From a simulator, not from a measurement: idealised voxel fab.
Presented below is a process module, voxel spacer lines.
The cross-section on display is named cut; it measures 210 nm wide, and its cells are 5 nm squares.
A cross-section is written here as square cells arranged in a grid, and it is given in bands from the top down, each band taking up one or more rows of cells.
Band: top height; bottom height; in nm. Then, left to right: material with width in nm, for each material. "full width": a single material spanning edge to edge. "empty": empty space.
Heights from 0 (as-received wafer is one material below). Bottom band endless downward, as "z 0 and below".
Top row gets the first number, bottom row gets the second, and each row in between changes by the same step: that is how a band width like "30->40" works.
The designation "nothing got changed", where it is given for a processing step, indicates that no cell of the cross-section was altered in the course of that step.
Empty spaces counting at least 8 cells and having no open way to the top are listed in "Closed internal cavities". The notation width x height at distance is used for each, the distance being from the left edge and all three values in nm.
What comes after the settings on a step's line is commentary from the simulator itself on that step.
Among the settings permitted on a step's line is "overlay nm"; applied to a step with a mask, it specifies the extent to which the mask lay to the right of its planned position, whereas a negative figure signifies a position to the left.
## Below is the list of planned process steps
1. RECEIVE with material Si
2. CONFORMAL_DEP with material Al2O3, thk nm 5
3. DIRECTIONAL_DEP with material polySi, thk nm 15
4. DIRECTIONAL_DEP with material aC, thk nm 20
5. PATTERN with tone cover, mask id MANDREL, material resist, width nm 15, pitch nm 60, thk nm 25, overlay nm 0
6. DIRECTIONAL_ETCH with etch materials aC, depth nm 20
7. STRIP with etch materials resist
8. CONFORMAL_DEP with material SiO2, thk nm 15
9. DIRECTIONAL_ETCH with etch materials SiO2, depth nm 15
10. STRIP with etch materials aC
11. DIRECTIONAL_ETCH with etch materials polySi, depth nm 15
12. STRIP with etch materials SiO2
13. FILL_DEP with material SiO2, thk nm 10
14. CMP with height nm 20
Variable across wafers: step 5 width nm (plan value is that of the first wafer; starting state common to all).
## First wafer of several, as received: cross-section after step 1
- z 0 and below  Si full width
- Closed internal cavities: none
## Post step 14, the closing step of the module: first of several wafers, cross-sectioned
- z 20 to 5  50 of SiO2, then 15 of polySi, then 15 of SiO2, then 15 of polySi, then 15 of SiO2, then 15 of polySi, then 15 of SiO2, then 15 of polySi, then 55 of SiO2
- z 5 to 0  Al2O3 full width
- z 0 and below  Si full width
- Closed internal cavities: none
## Cross-sectional depiction of the last of several wafers upon completion of the module
- z 20 to 5  45 of SiO2, then 15 of polySi, then 30 of SiO2, then 30 of polySi, then 30 of SiO2, then 15 of polySi, then 45 of SiO2
- z 5 to 0  Al2O3 full width
- z 0 and below  Si full width
- Closed internal cavities: none
## Note: the following table is arranged by wafer, a row apiece. Each row reports the end-of-module state: per material, cells gained (+) or cells lost (-) compared with the wafer as received; closed voids follow
width nm 15, +42 Al2O3, +90 SiO2, +36 polySi, Closed internal cavities: none
width nm 20, +42 Al2O3, +90 SiO2, +36 polySi, Closed internal cavities: none
width nm 25, +42 Al2O3, +90 SiO2, +36 polySi, Closed internal cavities: none
width nm 30, +42 Al2O3, +90 SiO2, +36 polySi, Closed internal cavities: none
